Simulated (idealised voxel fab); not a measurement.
Presented below is a process module, voxel transistor to metal.
cross-section cut | 170 nm wide | cells 5 nm
Square cells in a grid make up a cross-section in this document, and the grid is given as bands, listed from the top down, each one or more rows of cells. It is stipulated that each band's entry specify, in nanometres, the height of the top of the band and then that of its bottom, followed by the materials of the band in left-to-right sequence, each together with its width in nanometres. A single material marked by the word "full width" is understood to fill the band from edge to edge; the word "air" is understood to denote empty space. All heights in this document are referenced to 0, defined as the level beneath which the wafer, as received, consists entirely of one material. The lowest band is not bounded below; it extends indefinitely downward and is written in the form "top 0, no bottom". The notation "30..40" denotes a width that varies across the rows of cells in the band, beginning at the first number in the top row, finishing at the second number in the bottom row, and changing by an identical amount from each row to the next. A step reported as "all unchanged" is a step in which no cell of the cross-section changed. Entry "Trapped void list". Content: empty spaces with no open connection to the top, size 8 cells or greater. Each: width x height at distance. Distance: from left edge. Unit: nm. Formally, on a step line, whatever follows the settings is a remark that the simulator itself makes on the step. "overlay nm", when on a step's line for a step with a mask, measures how far to the right of its planned place the mask lay; a negative measure means to the left.

Process steps (planned):
1. RECEIVE, material Si
2. CONFORMAL_DEP, material SiO2, thk nm 5
3. CONFORMAL_DEP, material SiN, thk nm 15
4. DIRECTIONAL_DEP, material aC, thk nm 10
5. PATTERN, tone cover, mask id ACTIVE, material resist, width nm 95, thk nm 25, overlay nm 0
6. DIRECTIONAL_ETCH, etch materials aC, depth nm 10
7. STRIP, etch materials resist
8. DIRECTIONAL_ETCH, etch materials SiN, depth nm 15
9. DIRECTIONAL_ETCH, etch materials SiO2, depth nm 5
10. DIRECTIONAL_ETCH, etch materials Si, depth nm 35
11. STRIP, etch materials aC
12. OXIDIZE, depth nm 5
13. FILL_DEP, material SiO2, thk nm 10
14. CMP, height nm 20
15. SELECTIVE_ETCH, etch materials SiO2, depth nm 10
16. STRIP, etch materials SiN
17. SELECTIVE_ETCH, etch materials SiO2, depth nm 5
18. OXIDIZE, depth nm 5
19. DIRECTIONAL_DEP, material polySi, thk nm 20
20. DIRECTIONAL_DEP, material SiCN, thk nm 15
21. MASKED_ETCH, tone cover, mask id GATE, width nm 15, etch materials SiCN, depth nm 25, overlay nm 0
22. MASKED_ETCH, tone cover, mask id GATE, width nm 15, etch materials polySi, depth nm 30, overlay nm 0
23. CONFORMAL_DEP, material SiN, thk nm 10
24. DIRECTIONAL_ETCH, etch materials SiN, depth nm 10
25. DIRECTIONAL_ETCH, etch materials SiO2, depth nm 5
26. DIRECTIONAL_ETCH, etch materials Si, depth nm 5
27. EPI, material SiGe, thk nm 10
28. FILL_DEP, material SiO2, thk nm 10
29. CMP, height nm 35
30. DIRECTIONAL_DEP, material SiO2, thk nm 15
31. DIRECTIONAL_DEP, material aC, thk nm 15
32. PATTERN, tone open, mask id CONTACT, material resist, width nm 15, pitch nm 70, thk nm 30, overlay nm 0
33. DIRECTIONAL_ETCH, etch materials aC, depth nm 15
34. STRIP, etch materials resist
35. DIRECTIONAL_ETCH, etch materials SiO2, depth nm 50
36. STRIP, etch materials aC
37. CONFORMAL_DEP, material TiN, thk nm 5
38. FILL_DEP, material Ru, thk nm 10
39. CMP, height nm 50
40. DIRECTIONAL_DEP, material TiN, thk nm 5
41. DIRECTIONAL_DEP, material W, thk nm 25
42. PATTERN, tone cover, mask id METAL_1, material resist, width nm 15, pitch nm 70, thk nm 20, overlay nm 0
43. DIRECTIONAL_ETCH, etch materials W, depth nm 25
44. DIRECTIONAL_ETCH, etch materials TiN, depth nm 5
45. STRIP, etch materials resist
46. FILL_DEP, material lowk, thk nm 10
47. CMP, height nm 80
48. CONFORMAL_DEP, material SiCN, thk nm 5

Cross-section of the incoming wafer, state after step 1:
top 0, no bottom: Si full width
Trapped void list: none

Final cross-section, module run with one mistake (start and plan as above):
top 85, bottom 80: SiCN full width
top 80, bottom 55: lowk 40 / W 15 / lowk 55 / W 15 / lowk 45
top 55, bottom 50: lowk 40 / TiN 15 / lowk 55 / TiN 15 / lowk 45
top 50, bottom 35: SiO2 40 / TiN 5 / Ru 10 / TiN 5 / SiO2 50 / TiN 5 / Ru 10 / TiN 5 / SiO2 40
top 35, bottom 20: SiO2 40 / TiN 5 / Ru 10 / TiN 5 / SiO2 5 / SiN 10 / SiCN 15 / SiN 10 / SiO2 10 / TiN 5 / Ru 10 / TiN 5 / SiO2 40
top 20, bottom 10: SiO2 40 / TiN 5 / Ru 10 / TiN 5 / SiO2 5 / SiN 10 / polySi 15 / SiN 10 / SiO2 10 / TiN 5 / Ru 10 / TiN 5 / SiO2 40
top 10, bottom 5: SiO2 40 / TiN 5 / Ru 5 / TiN 10 / SiO2 5 / SiN 10 / polySi 15 / SiN 10 / SiO2 10 / TiN 5 / Ru 5 / TiN 10 / SiO2 40
top 5, bottom 0: SiO2 30 / SiN 10 / TiN 15 / SiGe 10 / SiN 10 / polySi 15 / SiN 10 / SiGe 10 / TiN 15 / SiN 10 / SiO2 35
top 0, bottom -5: SiO2 40 / SiGe 25 / SiO2 35 / SiGe 25 / SiO2 45
top -5, bottom -10: SiO2 40 / SiGe 25 / Si 35 / SiGe 25 / SiO2 45
top -10, bottom -40: SiO2 40 / Si 85 / SiO2 45
top -40, no bottom: Si full width
Trapped void list: none
What broke from the plan during processing? in deviation from the planned setting, step 32 was conducted as PATTERN, tone open, mask id CONTACT, material resist, width nm 20, pitch nm 70, thk nm 30, overlay nm 0
